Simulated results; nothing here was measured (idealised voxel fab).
The following is a process module called voxel transistor to metal.
cross-section cut | 205 nm wide | cells 5 nm
Bands, listed from the top down, are how a cross-section gets written in this document; the cross-section itself is a grid of square cells, and a band is one or more rows of them. Band: top height; bottom height; in nm. Then, left to right: material with width in nm, for each material. "full width": a single material spanning edge to edge. "blank": empty space. The level at which height equals 0 is the one under which the wafer, as it arrives, is entirely one material. No lower edge exists for the bottom band, which continues downward and is notated as in "0 nm and below". A width given as "30->40" starts at the first number in the band's top row and ends at the second number in its bottom row, shifting by an equal amount at every step from row to row. Step note "no alteration" = no cross-section cell changed. So "Entrapped void list" is basically the list of trapped voids: any empty space of 8 cells or more that can't reach the top through an opening. They're written width x height at distance, the distance being from the left edge, and it's all nm. after a step's settings: what the simulator itself notes on the step. The "overlay nm" setting may appear on a step's line; for a step that uses a mask, it gives how far to the right of its planned position the mask lay, and a negative value indicates the left.

## Steps planned for the process
| 1 | RECEIVE,material Si |
| 2 | OXIDIZE,depth nm 5 |
| 3 | CONFORMAL_DEP,material SiN,thk nm 15 |
| 4 | DIRECTIONAL_DEP,material aC,thk nm 10 |
| 5 | PATTERN,tone cover,mask id ACTIVE,material resist,width nm 105,thk nm 25,overlay nm 0 |
| 6 | DIRECTIONAL_ETCH,etch materials aC,depth nm 10 |
| 7 | STRIP,etch materials resist |
| 8 | DIRECTIONAL_ETCH,etch materials SiN,depth nm 15 |
| 9 | DIRECTIONAL_ETCH,etch materials SiO2,depth nm 5 |
| 10 | DIRECTIONAL_ETCH,etch materials Si,depth nm 35 |
| 11 | STRIP,etch materials aC |
| 12 | FILL_DEP,material SiO2,thk nm 15 |
| 13 | CMP,height nm 15 |
| 14 | SELECTIVE_ETCH,etch materials SiO2,depth nm 10 |
| 15 | STRIP,etch materials SiN |
| 16 | SELECTIVE_ETCH,etch materials SiO2,depth nm 5 |
| 17 | OXIDIZE,depth nm 5 |
| 18 | DIRECTIONAL_DEP,material polySi,thk nm 20 |
| 19 | DIRECTIONAL_DEP,material SiCN,thk nm 15 |
| 20 | MASKED_ETCH,tone cover,mask id GATE,width nm 25,etch materials SiCN,depth nm 25,overlay nm 0 |
| 21 | MASKED_ETCH,tone cover,mask id GATE,width nm 25,etch materials polySi,depth nm 30,overlay nm 0 |
| 22 | CONFORMAL_DEP,material SiN,thk nm 10 |
| 23 | DIRECTIONAL_ETCH,etch materials SiN,depth nm 10 |
| 24 | DIRECTIONAL_ETCH,etch materials SiO2,depth nm 5 |
| 25 | DIRECTIONAL_ETCH,etch materials Si,depth nm 15 |
| 26 | EPI,material pSi,thk nm 15 |
| 27 | FILL_DEP,material SiO2,thk nm 10 |
| 28 | CMP,height nm 15 |
| 29 | STRIP,etch materials polySi |
| 30 | SELECTIVE_ETCH,etch materials SiO2,depth nm 5 |
| 31 | CONFORMAL_DEP,material HfO2,thk nm 5 |
| 32 | CONFORMAL_DEP,material TiN,thk nm 5 |
| 33 | FILL_DEP,material W,thk nm 5 |
| 34 | CMP,height nm 10 |
| 35 | DIRECTIONAL_DEP,material SiO2,thk nm 15 |
| 36 | MASKED_ETCH,tone open,mask id CONTACT,width nm 15,pitch nm 80,etch materials SiO2,depth nm 20,overlay nm 0 |
| 37 | CONFORMAL_DEP,material TiN,thk nm 5 |
| 38 | FILL_DEP,material W,thk nm 5 |
| 39 | CMP,height nm 25 |
| 40 | CONFORMAL_DEP,material SiCN,thk nm 5 |
| 41 | DIRECTIONAL_DEP,material SiO2,thk nm 25 |
| 42 | DIRECTIONAL_DEP,material aC,thk nm 10 |
| 43 | PATTERN,tone open,mask id METAL_1,material resist,width nm 15,pitch nm 80,thk nm 30,overlay nm 0 |
| 44 | DIRECTIONAL_ETCH,etch materials aC,depth nm 10 |
| 45 | STRIP,etch materials resist |
| 46 | DIRECTIONAL_ETCH,etch materials SiO2,depth nm 25 |
| 47 | DIRECTIONAL_ETCH,etch materials SiCN,depth nm 5 |
| 48 | STRIP,etch materials aC |
| 49 | CONFORMAL_DEP,material TiN,thk nm 5 |
| 50 | FILL_DEP,material W,thk nm 5 |
| 51 | CMP,height nm 55 |
| 52 | EPI,material Ru,thk nm 5 |
| 53 | FILL_DEP,material SiCN,thk nm 5 |

## Here's what the wafer looked like in cross-section when it arrived - that's after step 1
0 nm and below | Si full width
Entrapped void list: none

## Result of the module, cross-sectioned: start per above, plan per above, one error in how it was run
65 nm to 60 nm | SiCN full width
60 nm to 55 nm | SiCN: 50  Ru: 25  SiCN: 55  Ru: 25  SiCN: 50
55 nm to 30 nm | SiO2: 55  TiN: 5  W: 5  TiN: 5  SiO2: 65  TiN: 5  W: 5  TiN: 5  SiO2: 55
30 nm to 25 nm | SiCN: 55  TiN: 15  SiCN: 65  TiN: 15  SiCN: 55
25 nm to 15 nm | W: 50  TiN: 5  SiO2: 15  TiN: 5  W: 55  TiN: 5  SiO2: 15  TiN: 5  W: 50
15 nm to 10 nm | W: 50  TiN: 5  SiO2: 15  TiN: 65  SiO2: 15  TiN: 5  W: 50
10 nm to 5 nm | TiN: 55  SiO2: 15  TiN: 10  SiN: 10  HfO2: 5  TiN: 5  W: 5  TiN: 5  HfO2: 5  SiN: 10  TiN: 10  SiO2: 15  TiN: 55
5 nm to 0 nm | SiO2: 50  pSi: 30  SiN: 10  HfO2: 5  TiN: 5  W: 5  TiN: 5  HfO2: 5  SiN: 10  pSi: 30  SiO2: 50
0 nm to -5 nm | SiO2: 45  SiN: 10  pSi: 25  SiN: 10  HfO2: 5  TiN: 15  HfO2: 5  SiN: 10  pSi: 25  SiN: 10  SiO2: 45
-5 nm to -10 nm | SiO2: 55  pSi: 25  SiO2: 5  HfO2: 35  SiO2: 5  pSi: 25  SiO2: 55
-10 nm to -25 nm | SiO2: 50  Si: 5  pSi: 25  Si: 45  pSi: 25  Si: 5  SiO2: 50
-25 nm to -40 nm | SiO2: 50  Si: 105  SiO2: 50
-40 nm and below | Si full width
Entrapped void list: none
What was done differently from what was planned? step 36 deviated from plan and actually ran as MASKED_ETCH,tone cover,mask id CONTACT,width nm 15,pitch nm 80,etch materials SiO2,depth nm 20,overlay nm 0
